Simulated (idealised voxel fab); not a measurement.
A process module follows: voxel capacitor over wiring.
Section shown: cut. Width: 240 nm. Cell size: 5 nm, square.
Cross-sections here: square-cell grids, written as top-down lists of bands, a band being one or more rows of cells.
The band entry comprises the height of the band's top followed by the height of its bottom, expressed in nm, and subsequently the band's materials from left to right, each stated together with its width in nm. Where a single material is marked with the word "all across", that material fills the band from edge to edge. The word "air" represents empty space.
Ref level 0: as-received wafer is one material below here. Bottom band extends down with no lower bound ("top 0, no bottom").
Note: "30..40" means the width goes from the first number (top row of the band) to the second number (bottom row) in equal steps per row of cells.
Take "nothing different" at face value: in the step it is given for, the cross-section changed in none of its cells.
If an empty space has no open way to the top and is at least 8 cells in size, "Voids, enclosed" lists it, written width x height at distance, where distance is measured from the left edge and every value is in nm.
That trailing text on a step's line, after the settings, is the simulator's own remark on the step.
"overlay nm" on a masked step: distance the mask lay right of its planned place, negative for left.

The process steps that were planned are listed below
1) RECEIVE (material Si)
2) CONFORMAL_DEP (material SiO2; thk nm 10)
3) DIRECTIONAL_DEP (material TiN; thk nm 5)
4) DIRECTIONAL_DEP (material Ru; thk nm 15)
5) DIRECTIONAL_DEP (material aC; thk nm 15)
6) PATTERN (tone cover; mask id METAL_1; material resist; width nm 30; pitch nm 85; thk nm 35; overlay nm 0)
7) DIRECTIONAL_ETCH (etch materials aC; depth nm 15)
8) STRIP (etch materials resist)
9) DIRECTIONAL_ETCH (etch materials Ru; depth nm 15)
10) DIRECTIONAL_ETCH (etch materials TiN; depth nm 5)
11) STRIP (etch materials aC)
12) CONFORMAL_DEP (material SiCN; thk nm 5)
13) FILL_DEP (material lowk; thk nm 5)
14) CMP (height nm 30)
15) CONFORMAL_DEP (material SiCN; thk nm 5)
16) DIRECTIONAL_DEP (material SiO2; thk nm 20)
17) MASKED_ETCH (tone open; mask id PLUG_1; width nm 15; etch materials SiO2; depth nm 20; overlay nm 0)
18) MASKED_ETCH (tone open; mask id PLUG_1; width nm 15; etch materials SiCN; depth nm 5; overlay nm 0)
19) EPI (material Ru; thk nm 10)
20) EPI (material Ru; thk nm 10)
21) EPI (material Ru; thk nm 5)
22) DIRECTIONAL_DEP (material TiN; thk nm 10)
23) DIRECTIONAL_DEP (material Al2O3; thk nm 5)
24) DIRECTIONAL_DEP (material TiN; thk nm 10)
25) DIRECTIONAL_DEP (material aC; thk nm 15)
26) PATTERN (tone cover; mask id UPPER_PLATE; material resist; width nm 60; thk nm 30; overlay nm 0)
27) DIRECTIONAL_ETCH (etch materials aC; depth nm 15)
28) STRIP (etch materials resist)
29) DIRECTIONAL_ETCH (etch materials TiN; depth nm 10)
30) DIRECTIONAL_ETCH (etch materials Al2O3; depth nm 5)
31) STRIP (etch materials aC)
32) PATTERN (tone cover; mask id LOWER_PLATE; material resist; width nm 70; thk nm 15; overlay nm 0)
33) DIRECTIONAL_ETCH (etch materials TiN; depth nm 10)
34) STRIP (etch materials resist)
35) FILL_DEP (material SiO2; thk nm 15)
36) CMP (height nm 90)
37) PATTERN (tone open; mask id PLUG_2; material resist; width nm 15; thk nm 20; overlay nm 0)
38) DIRECTIONAL_ETCH (etch materials SiO2; depth nm 10)
39) STRIP (etch materials resist)
40) CONFORMAL_DEP (material TiN; thk nm 5)
41) FILL_DEP (material W; thk nm 10)
42) CMP (height nm 90)
43) CONFORMAL_DEP (material SiN; thk nm 5)

The first of a set of two wafers, run to plan

Cross-section of the incoming wafer, state after step 1
top 0, no bottom | Si all across
Voids, enclosed: none

How the wafer stands in section after step 2
top 10, bottom 0 | SiO2 all across
Below a height of 0, the structure has not been altered.

How the wafer stands in section after step 3
top 15, bottom 10 | TiN all across
Below a height of 10, the structure has not been altered.

How the wafer stands in section after step 4
top 30, bottom 15 | Ru all across
Below a height of 15, the structure has not been altered.

How the wafer stands in section after step 5
top 45, bottom 30 | aC all across
Below a height of 30, the structure has not been altered.

How the wafer stands in section after step 6
top 80, bottom 45 | 60 of air / 30 of resist / 55 of air / 30 of resist / 65 of air
Below a height of 45, the structure has not been altered.

How the wafer stands in section after step 7
top 65, bottom 45 | 60 of air / 30 of resist / 55 of air / 30 of resist / 65 of air
top 45, bottom 30 | 60 of air / 30 of aC / 55 of air / 30 of aC / 65 of air
Below a height of 30, the structure has not been altered.

How the wafer stands in section after step 8
top 45, bottom 30 | 60 of air / 30 of aC / 55 of air / 30 of aC / 65 of air
Below a height of 30, the structure has not been altered.

How the wafer stands in section after step 9
top 45, bottom 30 | 60 of air / 30 of aC / 55 of air / 30 of aC / 65 of air
top 30, bottom 15 | 60 of air / 30 of Ru / 55 of air / 30 of Ru / 65 of air
Below a height of 15, the structure has not been altered.

How the wafer stands in section after step 10
top 45, bottom 30 | 60 of air / 30 of aC / 55 of air / 30 of aC / 65 of air
top 30, bottom 15 | 60 of air / 30 of Ru / 55 of air / 30 of Ru / 65 of air
top 15, bottom 10 | 60 of air / 30 of TiN / 55 of air / 30 of TiN / 65 of air
Below a height of 10, the structure has not been altered.

How the wafer stands in section after step 11
top 30, bottom 15 | 60 of air / 30 of Ru / 55 of air / 30 of Ru / 65 of air
Below a height of 15, the structure has not been altered.

How the wafer stands in section after step 12
top 35, bottom 30 | 55 of air / 40 of SiCN / 45 of air / 40 of SiCN / 60 of air
top 30, bottom 15 | 55 of air / 5 of SiCN / 30 of Ru / 5 of SiCN / 45 of air / 5 of SiCN / 30 of Ru / 5 of SiCN / 60 of air
top 15, bottom 10 | 60 of SiCN / 30 of TiN / 55 of SiCN / 30 of TiN / 65 of SiCN
Below a height of 10, the structure has not been altered.

How the wafer stands in section after step 13
top 40, bottom 35 | lowk all across
top 35, bottom 30 | 55 of lowk / 40 of SiCN / 45 of lowk / 40 of SiCN / 60 of lowk
top 30, bottom 15 | 55 of lowk / 5 of SiCN / 30 of Ru / 5 of SiCN / 45 of lowk / 5 of SiCN / 30 of Ru / 5 of SiCN / 60 of lowk
Below a height of 15, the structure has not been altered.

How the wafer stands in section after step 14
top 30, bottom 15 | 55 of lowk / 5 of SiCN / 30 of Ru / 5 of SiCN / 45 of lowk / 5 of SiCN / 30 of Ru / 5 of SiCN / 60 of lowk
Below a height of 15, the structure has not been altered.

How the wafer stands in section after step 15
top 35, bottom 30 | SiCN all across
Below a height of 30, the structure has not been altered.

How the wafer stands in section after step 16
top 55, bottom 35 | SiO2 all across
Below a height of 35, the structure has not been altered.

How the wafer stands in section after step 17
top 55, bottom 35 | 75 of SiO2 / 15 of air / 150 of SiO2
Below a height of 35, the structure has not been altered.

How the wafer stands in section after step 18
top 55, bottom 35 | 75 of SiO2 / 15 of air / 150 of SiO2
top 35, bottom 30 | 75 of SiCN / 15 of air / 150 of SiCN
Below a height of 30, the structure has not been altered.

How the wafer stands in section after step 19
top 55, bottom 40 | 75 of SiO2 / 15 of air / 150 of SiO2
top 40, bottom 35 | 75 of SiO2 / 15 of Ru / 150 of SiO2
top 35, bottom 30 | 75 of SiCN / 15 of Ru / 150 of SiCN
Below a height of 30, the structure has not been altered.

How the wafer stands in section after step 20
top 55, bottom 50 | 75 of SiO2 / 15 of air / 150 of SiO2
top 50, bottom 35 | 75 of SiO2 / 15 of Ru / 150 of SiO2
Below a height of 35, the structure has not been altered.

How the wafer stands in section after step 21
top 55, bottom 35 | 75 of SiO2 / 15 of Ru / 150 of SiO2
Below a height of 35, the structure has not been altered.

How the wafer stands in section after step 22
top 65, bottom 55 | TiN all across
Below a height of 55, the structure has not been altered.

How the wafer stands in section after step 23
top 70, bottom 65 | Al2O3 all across
Below a height of 65, the structure has not been altered.

How the wafer stands in section after step 24
top 80, bottom 70 | TiN all across
Below a height of 70, the structure has not been altered.

How the wafer stands in section after step 25
top 95, bottom 80 | aC all across
Below a height of 80, the structure has not been altered.

How the wafer stands in section after step 26
top 125, bottom 95 | 75 of air / 60 of resist / 105 of air
Below a height of 95, the structure has not been altered.

How the wafer stands in section after step 27
top 110, bottom 95 | 75 of air / 60 of resist / 105 of air
top 95, bottom 80 | 75 of air / 60 of aC / 105 of air
Below a height of 80, the structure has not been altered.

How the wafer stands in section after step 28
top 95, bottom 80 | 75 of air / 60 of aC / 105 of air
Below a height of 80, the structure has not been altered.

How the wafer stands in section after step 29
top 95, bottom 80 | 75 of air / 60 of aC / 105 of air
top 80, bottom 70 | 75 of air / 60 of TiN / 105 of air
Below a height of 70, the structure has not been altered.

How the wafer stands in section after step 30
top 95, bottom 80 | 75 of air / 60 of aC / 105 of air
top 80, bottom 70 | 75 of air / 60 of TiN / 105 of air
top 70, bottom 65 | 75 of air / 60 of Al2O3 / 105 of air
Below a height of 65, the structure has not been altered.

How the wafer stands in section after step 31
top 80, bottom 70 | 75 of air / 60 of TiN / 105 of air
Below a height of 70, the structure has not been altered.

How the wafer stands in section after step 32
top 95, bottom 80 | 70 of air / 70 of resist / 100 of air
top 80, bottom 70 | 70 of air / 5 of resist / 60 of TiN / 5 of resist / 100 of air
top 70, bottom 65 | 70 of air / 5 of resist / 60 of Al2O3 / 5 of resist / 100 of air
Below a height of 65, the structure has not been altered.

How the wafer stands in section after step 33
top 95, bottom 80 | 70 of air / 70 of resist / 100 of air
top 80, bottom 70 | 70 of air / 5 of resist / 60 of TiN / 5 of resist / 100 of air
top 70, bottom 65 | 70 of air / 5 of resist / 60 of Al2O3 / 5 of resist / 100 of air
top 65, bottom 55 | 70 of air / 70 of TiN / 100 of air
Below a height of 55, the structure has not been altered.

How the wafer stands in section after step 34
top 80, bottom 70 | 75 of air / 60 of TiN / 105 of air
top 70, bottom 65 | 75 of air / 60 of Al2O3 / 105 of air
Below a height of 65, the structure has not been altered.

How the wafer stands in section after step 35
top 95, bottom 80 | SiO2 all across
top 80, bottom 70 | 75 of SiO2 / 60 of TiN / 105 of SiO2
top 70, bottom 65 | 75 of SiO2 / 60 of Al2O3 / 105 of SiO2
top 65, bottom 55 | 70 of SiO2 / 70 of TiN / 100 of SiO2
Below a height of 55, the structure has not been altered.

How the wafer stands in section after step 36
top 90, bottom 80 | SiO2 all across
Below a height of 80, the structure has not been altered.

How the wafer stands in section after step 37
top 110, bottom 90 | 85 of resist / 15 of air / 140 of resist
Below a height of 90, the structure has not been altered.

How the wafer stands in section after step 38
top 110, bottom 90 | 85 of resist / 15 of air / 140 of resist
top 90, bottom 80 | 85 of SiO2 / 15 of air / 140 of SiO2
Below a height of 80, the structure has not been altered.

How the wafer stands in section after step 39
top 90, bottom 80 | 85 of SiO2 / 15 of air / 140 of SiO2
Below a height of 80, the structure has not been altered.

How the wafer stands in section after step 40
top 95, bottom 90 | 90 of TiN / 5 of air / 145 of TiN
top 90, bottom 85 | 85 of SiO2 / 5 of TiN / 5 of air / 5 of TiN / 140 of SiO2
top 85, bottom 80 | 85 of SiO2 / 15 of TiN / 140 of SiO2
Below a height of 80, the structure has not been altered.

How the wafer stands in section after step 41
top 105, bottom 95 | W all across
top 95, bottom 90 | 90 of TiN / 5 of W / 145 of TiN
top 90, bottom 85 | 85 of SiO2 / 5 of TiN / 5 of W / 5 of TiN / 140 of SiO2
Below a height of 85, the structure has not been altered.

How the wafer stands in section after step 42
top 90, bottom 85 | 85 of SiO2 / 5 of TiN / 5 of W / 5 of TiN / 140 of SiO2
Below a height of 85, the structure has not been altered.

How the wafer stands in section after step 43
top 95, bottom 90 | SiN all across
Below a height of 90, the structure has not been altered.

Okay, second wafer. Nothing different at the start, nothing different in the plan, just one mistake somewhere in the running. As far as step 15, counting that step, it's the first wafer all over again

Cross-section of the second wafer corresponding to the planned conclusion of step 16: nothing different

Cross-section of the second wafer corresponding to the planned conclusion of step 17: nothing different

Cross-section of the second wafer corresponding to the planned conclusion of step 18
top 35, bottom 30 | 75 of SiCN / 15 of air / 150 of SiCN
Below a height of 30, the structure has not been altered.

Cross-section of the second wafer corresponding to the planned conclusion of step 19
top 40, bottom 35 | 70 of air / 25 of Ru / 145 of air
top 35, bottom 30 | 75 of SiCN / 15 of Ru / 150 of SiCN
Below a height of 30, the structure has not been altered.

Cross-section of the second wafer corresponding to the planned conclusion of step 20
top 50, bottom 35 | 60 of air / 45 of Ru / 135 of air
Below a height of 35, the structure has not been altered.

Cross-section of the second wafer corresponding to the planned conclusion of step 21
top 55, bottom 35 | 55 of air / 55 of Ru / 130 of air
Below a height of 35, the structure has not been altered.

Cross-section of the second wafer corresponding to the planned conclusion of step 22
top 65, bottom 55 | 55 of air / 55 of TiN / 130 of air
top 55, bottom 45 | 55 of air / 55 of Ru / 130 of air
top 45, bottom 35 | 55 of TiN / 55 of Ru / 130 of TiN
Below a height of 35, the structure has not been altered.

Cross-section of the second wafer corresponding to the planned conclusion of step 23
top 70, bottom 65 | 55 of air / 55 of Al2O3 / 130 of air
top 65, bottom 55 | 55 of air / 55 of TiN / 130 of air
top 55, bottom 50 | 55 of air / 55 of Ru / 130 of air
top 50, bottom 45 | 55 of Al2O3 / 55 of Ru / 130 of Al2O3
Below a height of 45, the structure has not been altered.

Cross-section of the second wafer corresponding to the planned conclusion of step 24
top 80, bottom 70 | 55 of air / 55 of TiN / 130 of air
top 70, bottom 65 | 55 of air / 55 of Al2O3 / 130 of air
top 65, bottom 60 | 55 of air / 55 of TiN / 130 of air
top 60, bottom 55 | TiN all across
top 55, bottom 50 | 55 of TiN / 55 of Ru / 130 of TiN
Below a height of 50, the structure has not been altered.

Cross-section of the second wafer corresponding to the planned conclusion of step 25
top 95, bottom 80 | 55 of air / 55 of aC / 130 of air
top 80, bottom 75 | 55 of air / 55 of TiN / 130 of air
top 75, bottom 70 | 55 of aC / 55 of TiN / 130 of aC
top 70, bottom 65 | 55 of aC / 55 of Al2O3 / 130 of aC
top 65, bottom 60 | 55 of aC / 55 of TiN / 130 of aC
Below a height of 60, the structure has not been altered.

Cross-section of the second wafer corresponding to the planned conclusion of step 26
top 125, bottom 95 | 75 of air / 60 of resist / 105 of air
top 95, bottom 80 | 55 of air / 55 of aC / 25 of resist / 105 of air
top 80, bottom 75 | 55 of air / 55 of TiN / 25 of resist / 105 of air
Below a height of 75, the structure has not been altered.

Cross-section of the second wafer corresponding to the planned conclusion of step 27
top 110, bottom 95 | 75 of air / 60 of resist / 105 of air
top 95, bottom 80 | 75 of air / 35 of aC / 25 of resist / 105 of air
top 80, bottom 75 | 55 of air / 55 of TiN / 25 of resist / 105 of air
top 75, bottom 70 | 55 of air / 55 of TiN / 25 of aC / 105 of air
top 70, bottom 65 | 55 of air / 55 of Al2O3 / 25 of aC / 105 of air
top 65, bottom 60 | 55 of air / 55 of TiN / 25 of aC / 105 of air
Below a height of 60, the structure has not been altered.

Cross-section of the second wafer corresponding to the planned conclusion of step 28
top 95, bottom 80 | 75 of air / 35 of aC / 130 of air
top 80, bottom 75 | 55 of air / 55 of TiN / 130 of air
Below a height of 75, the structure has not been altered.

Cross-section of the second wafer corresponding to the planned conclusion of step 29
top 95, bottom 80 | 75 of air / 35 of aC / 130 of air
top 80, bottom 75 | 75 of air / 35 of TiN / 130 of air
top 75, bottom 70 | 75 of air / 35 of TiN / 25 of aC / 105 of air
top 70, bottom 65 | 55 of air / 55 of Al2O3 / 25 of aC / 105 of air
top 65, bottom 60 | 55 of air / 55 of TiN / 25 of aC / 105 of air
top 60, bottom 55 | 55 of air / 80 of TiN / 105 of air
top 55, bottom 50 | 55 of air / 55 of Ru / 25 of TiN / 105 of air
Below a height of 50, the structure has not been altered.

Cross-section of the second wafer corresponding to the planned conclusion of step 30
top 95, bottom 80 | 75 of air / 35 of aC / 130 of air
top 80, bottom 75 | 75 of air / 35 of TiN / 130 of air
top 75, bottom 70 | 75 of air / 35 of TiN / 25 of aC / 105 of air
top 70, bottom 65 | 75 of air / 35 of Al2O3 / 25 of aC / 105 of air
top 65, bottom 60 | 55 of air / 55 of TiN / 25 of aC / 105 of air
top 60, bottom 55 | 55 of air / 80 of TiN / 105 of air
top 55, bottom 50 | 55 of air / 55 of Ru / 25 of TiN / 105 of air
top 50, bottom 45 | 55 of air / 55 of Ru / 25 of Al2O3 / 105 of air
Below a height of 45, the structure has not been altered.

Cross-section of the second wafer corresponding to the planned conclusion of step 31
top 80, bottom 70 | 75 of air / 35 of TiN / 130 of air
top 70, bottom 65 | 75 of air / 35 of Al2O3 / 130 of air
top 65, bottom 55 | 55 of air / 55..80 of TiN / 130..105 of air
Below a height of 55, the structure has not been altered.

Cross-section of the second wafer corresponding to the planned conclusion of step 32
top 95, bottom 80 | 70 of air / 70 of resist / 100 of air
top 80, bottom 70 | 70 of air / 5 of resist / 35 of TiN / 30 of resist / 100 of air
top 70, bottom 65 | 70 of air / 5 of resist / 35 of Al2O3 / 30 of resist / 100 of air
top 65, bottom 55 | 55 of air / 55..80 of TiN / 30..5 of resist / 100 of air
top 55, bottom 50 | 55 of air / 55 of Ru / 25 of TiN / 5 of resist / 100 of air
top 50, bottom 45 | 55 of air / 55 of Ru / 25 of Al2O3 / 5 of resist / 100 of air
Below a height of 45, the structure has not been altered.

Cross-section of the second wafer corresponding to the planned conclusion of step 33
top 95, bottom 80 | 70 of air / 70 of resist / 100 of air
top 80, bottom 70 | 70 of air / 5 of resist / 35 of TiN / 30 of resist / 100 of air
top 70, bottom 65 | 70 of air / 5 of resist / 35 of Al2O3 / 30 of resist / 100 of air
top 65, bottom 55 | 70 of air / 40..65 of TiN / 30..5 of resist / 100 of air
top 55, bottom 50 | 55 of air / 55 of Ru / 25 of TiN / 5 of resist / 100 of air
top 50, bottom 45 | 55 of air / 55 of Ru / 25 of Al2O3 / 5 of resist / 100 of air
top 45, bottom 35 | 55 of air / 55 of Ru / 30 of TiN / 100 of air
Below a height of 35, the structure has not been altered.

Cross-section of the second wafer corresponding to the planned conclusion of step 34
top 80, bottom 70 | 75 of air / 35 of TiN / 130 of air
top 70, bottom 65 | 75 of air / 35 of Al2O3 / 130 of air
top 65, bottom 55 | 70 of air / 40..65 of TiN / 130..105 of air
top 55, bottom 50 | 55 of air / 55 of Ru / 25 of TiN / 105 of air
top 50, bottom 45 | 55 of air / 55 of Ru / 25 of Al2O3 / 105 of air
Below a height of 45, the structure has not been altered.

Cross-section of the second wafer corresponding to the planned conclusion of step 35
top 95, bottom 80 | SiO2 all across
top 80, bottom 70 | 75 of SiO2 / 35 of TiN / 130 of SiO2
top 70, bottom 65 | 75 of SiO2 / 35 of Al2O3 / 130 of SiO2
top 65, bottom 55 | 70 of SiO2 / 40..65 of TiN / 130..105 of SiO2
top 55, bottom 50 | 55 of SiO2 / 55 of Ru / 25 of TiN / 105 of SiO2
top 50, bottom 45 | 55 of SiO2 / 55 of Ru / 25 of Al2O3 / 105 of SiO2
top 45, bottom 35 | 55 of SiO2 / 55 of Ru / 30 of TiN / 100 of SiO2
Below a height of 35, the structure has not been altered.

Cross-section of the second wafer corresponding to the planned conclusion of step 36
top 90, bottom 80 | SiO2 all across
Below a height of 80, the structure has not been altered.

Cross-section of the second wafer corresponding to the planned conclusion of step 37
top 110, bottom 90 | 85 of resist / 15 of air / 140 of resist
Below a height of 90, the structure has not been altered.

Cross-section of the second wafer corresponding to the planned conclusion of step 38
top 110, bottom 90 | 85 of resist / 15 of air / 140 of resist
top 90, bottom 80 | 85 of SiO2 / 15 of air / 140 of SiO2
Below a height of 80, the structure has not been altered.

Cross-section of the second wafer corresponding to the planned conclusion of step 39
top 90, bottom 80 | 85 of SiO2 / 15 of air / 140 of SiO2
Below a height of 80, the structure has not been altered.

Cross-section of the second wafer corresponding to the planned conclusion of step 40
top 95, bottom 90 | 90 of TiN / 5 of air / 145 of TiN
top 90, bottom 85 | 85 of SiO2 / 5 of TiN / 5 of air / 5 of TiN / 140 of SiO2
top 85, bottom 80 | 85 of SiO2 / 15 of TiN / 140 of SiO2
Below a height of 80, the structure has not been altered.

Cross-section of the second wafer corresponding to the planned conclusion of step 41
top 105, bottom 95 | W all across
top 95, bottom 90 | 90 of TiN / 5 of W / 145 of TiN
top 90, bottom 85 | 85 of SiO2 / 5 of TiN / 5 of W / 5 of TiN / 140 of SiO2
Below a height of 85, the structure has not been altered.

Cross-section of the second wafer corresponding to the planned conclusion of step 42
top 90, bottom 85 | 85 of SiO2 / 5 of TiN / 5 of W / 5 of TiN / 140 of SiO2
Below a height of 85, the structure has not been altered.

Cross-section of the second wafer corresponding to the planned conclusion of step 43
top 95, bottom 90 | SiN all across
Below a height of 90, the structure has not been altered.
So what did we get wrong on this run? plan step 16 was not performed, having been skipped
Once processing is complete, comparing cell counts shows that the second wafer has more or fewer of certain materials than the first: +32 Ru; -32 SiO2
